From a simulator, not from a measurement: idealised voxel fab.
The process module presented herein is designated voxel fin reveal.
The width of the displayed cross-section, cut, is 190 nm; its cells are square, with a size of 5 nm.
A cross-section in this document is a grid of square cells, and it is written down as bands, the top band listed before the ones below it; a band is made up of one or more rows of cells.
In this notation a band is specified by the heights of its top and bottom, in that order and in nm, after which its materials appear from left to right, each paired with its width in nm. The word "full width" attached to a single material means that material fills the band from edge to edge; the word "blank" stands for empty space.
Note: height 0 marks the level under which the wafer is uniformly one material as received. Lowest band unbounded below, written "0..down".
Note: "30->40" means the width goes from the first number (top row of the band) to the second number (bottom row) in equal steps per row of cells.
Step marked "nothing altered"? Then no cell in the cross-section changed in it.
Reported under the label "Voids, fully enclosed" are the empty spaces having no open way to the top and comprising 8 cells or more; the notation for each is width x height at distance, in which the distance is measured from the left edge and all three values are in nm.
Formally, on a step line, whatever follows the settings is a remark that the simulator itself makes on the step.
overlay nm: on a step with a mask, how far right of its planned place the mask lay; negative means left.

THIS SECTION LISTS THE PROCESS STEPS THAT WERE PLANNED
- 1: op RECEIVE | material Si
- 2: op CONFORMAL_DEP | material SiN | thk nm 5
- 3: op PATTERN | tone cover | mask id FINS | material resist | width nm 15 | pitch nm 45 | thk nm 20 | overlay nm 0
- 4: op DIRECTIONAL_ETCH | etch materials SiN | depth nm 5
- 5: op DIRECTIONAL_ETCH | etch materials Si | depth nm 35
- 6: op STRIP | etch materials resist
- 7: op OXIDIZE | depth nm 5
- 8: op FILL_DEP | material SiO2 | thk nm 5
- 9: op CMP | height nm 5
- 10: op SELECTIVE_ETCH | etch materials SiO2 | depth nm 15
- 11: op STRIP | etch materials SiN
- 12: op CONFORMAL_DEP | material SiO2 | thk nm 5

FIRST OF TWO WAFERS, WITH THE RUN CARRIED OUT AS PLANNED

RECEIVED-STATE CROSS-SECTION, REFLECTING COMPLETION OF STEP 1
> 0..down: Si full width
> Voids, fully enclosed: none

THE WAFER, SEEN IN CROSS-SECTION, AFTER STEP 2
> 5..0: SiN full width
> Note: structure below 0 unchanged.

THE WAFER, SEEN IN CROSS-SECTION, AFTER STEP 3
> 25..5: blank=20 / resist=15 / blank=30 / resist=15 / blank=30 / resist=15 / blank=30 / resist=15 / blank=20
> Note: structure below 5 unchanged.

THE WAFER, SEEN IN CROSS-SECTION, AFTER STEP 4
> 25..5: blank=20 / resist=15 / blank=30 / resist=15 / blank=30 / resist=15 / blank=30 / resist=15 / blank=20
> 5..0: blank=20 / SiN=15 / blank=30 / SiN=15 / blank=30 / SiN=15 / blank=30 / SiN=15 / blank=20
> Note: structure below 0 unchanged.

THE WAFER, SEEN IN CROSS-SECTION, AFTER STEP 5
> 25..5: blank=20 / resist=15 / blank=30 / resist=15 / blank=30 / resist=15 / blank=30 / resist=15 / blank=20
> 5..0: blank=20 / SiN=15 / blank=30 / SiN=15 / blank=30 / SiN=15 / blank=30 / SiN=15 / blank=20
> 0..-35: blank=20 / Si=15 / blank=30 / Si=15 / blank=30 / Si=15 / blank=30 / Si=15 / blank=20
> Note: structure below -35 unchanged.

THE WAFER, SEEN IN CROSS-SECTION, AFTER STEP 6
> 5..0: blank=20 / SiN=15 / blank=30 / SiN=15 / blank=30 / SiN=15 / blank=30 / SiN=15 / blank=20
> Note: structure below 0 unchanged.

THE WAFER, SEEN IN CROSS-SECTION, AFTER STEP 7
> 5..0: blank=20 / SiN=15 / blank=30 / SiN=15 / blank=30 / SiN=15 / blank=30 / SiN=15 / blank=20
> 0..-35: blank=20 / SiO2=5 / Si=5 / SiO2=5 / blank=30 / SiO2=5 / Si=5 / SiO2=5 / blank=30 / SiO2=5 / Si=5 / SiO2=5 / blank=30 / SiO2=5 / Si=5 / SiO2=5 / blank=20
> -35..-40: SiO2=25 / Si=5 / SiO2=40 / Si=5 / SiO2=40 / Si=5 / SiO2=40 / Si=5 / SiO2=25
> Note: structure below -40 unchanged.

THE WAFER, SEEN IN CROSS-SECTION, AFTER STEP 8
> 10..5: SiO2 full width
> 5..0: SiO2=20 / SiN=15 / SiO2=30 / SiN=15 / SiO2=30 / SiN=15 / SiO2=30 / SiN=15 / SiO2=20
> 0..-40: SiO2=25 / Si=5 / SiO2=40 / Si=5 / SiO2=40 / Si=5 / SiO2=40 / Si=5 / SiO2=25
> Note: structure below -40 unchanged.

THE WAFER, SEEN IN CROSS-SECTION, AFTER STEP 9
> 5..0: SiO2=20 / SiN=15 / SiO2=30 / SiN=15 / SiO2=30 / SiN=15 / SiO2=30 / SiN=15 / SiO2=20
> Note: structure below 0 unchanged.

THE WAFER, SEEN IN CROSS-SECTION, AFTER STEP 10
> 5..0: blank=20 / SiN=15 / blank=30 / SiN=15 / blank=30 / SiN=15 / blank=30 / SiN=15 / blank=20
> 0..-10: blank=25 / Si=5 / blank=40 / Si=5 / blank=40 / Si=5 / blank=40 / Si=5 / blank=25
> Note: structure below -10 unchanged.

THE WAFER, SEEN IN CROSS-SECTION, AFTER STEP 11
> 0..-10: blank=25 / Si=5 / blank=40 / Si=5 / blank=40 / Si=5 / blank=40 / Si=5 / blank=25
> Note: structure below -10 unchanged.

THE WAFER, SEEN IN CROSS-SECTION, AFTER STEP 12
> 5..0: blank=20 / SiO2=15 / blank=30 / SiO2=15 / blank=30 / SiO2=15 / blank=30 / SiO2=15 / blank=20
> 0..-5: blank=20 / SiO2=5 / Si=5 / SiO2=5 / blank=30 / SiO2=5 / Si=5 / SiO2=5 / blank=30 / SiO2=5 / Si=5 / SiO2=5 / blank=30 / SiO2=5 / Si=5 / SiO2=5 / blank=20
> -5..-40: SiO2=25 / Si=5 / SiO2=40 / Si=5 / SiO2=40 / Si=5 / SiO2=40 / Si=5 / SiO2=25
> Note: structure below -40 unchanged.

COMPANION WAFER, THE SECOND OF TWO: SAME BEGINNING, SAME INTENDED SEQUENCE, ONE MISTAKE IN CARRYING IT OUT; THROUGH STEP 11 INCLUSIVE IT TRACKS THE FIRST EXACTLY

SECOND WAFER CROSS-SECTION, TAKEN AS OF THE TIME THE PLAN SETS FOR STEP 12 TO BE DONE
> 15..5: blank=10 / SiO2=35 / blank=10 / SiO2=35 / blank=10 / SiO2=35 / blank=10 / SiO2=35 / blank=10
> 5..0: SiO2 full width
> 0..-40: SiO2=25 / Si=5 / SiO2=40 / Si=5 / SiO2=40 / Si=5 / SiO2=40 / Si=5 / SiO2=25
> Note: structure below -40 unchanged.
The mistake made against the process plan was this: step 12 went in with a setting other than planned; the actual run was op CONFORMAL_DEP | material SiO2 | thk nm 15
Final tally in cells, some materials are higher or lower on the second wafer than on the first: SiO2 +108
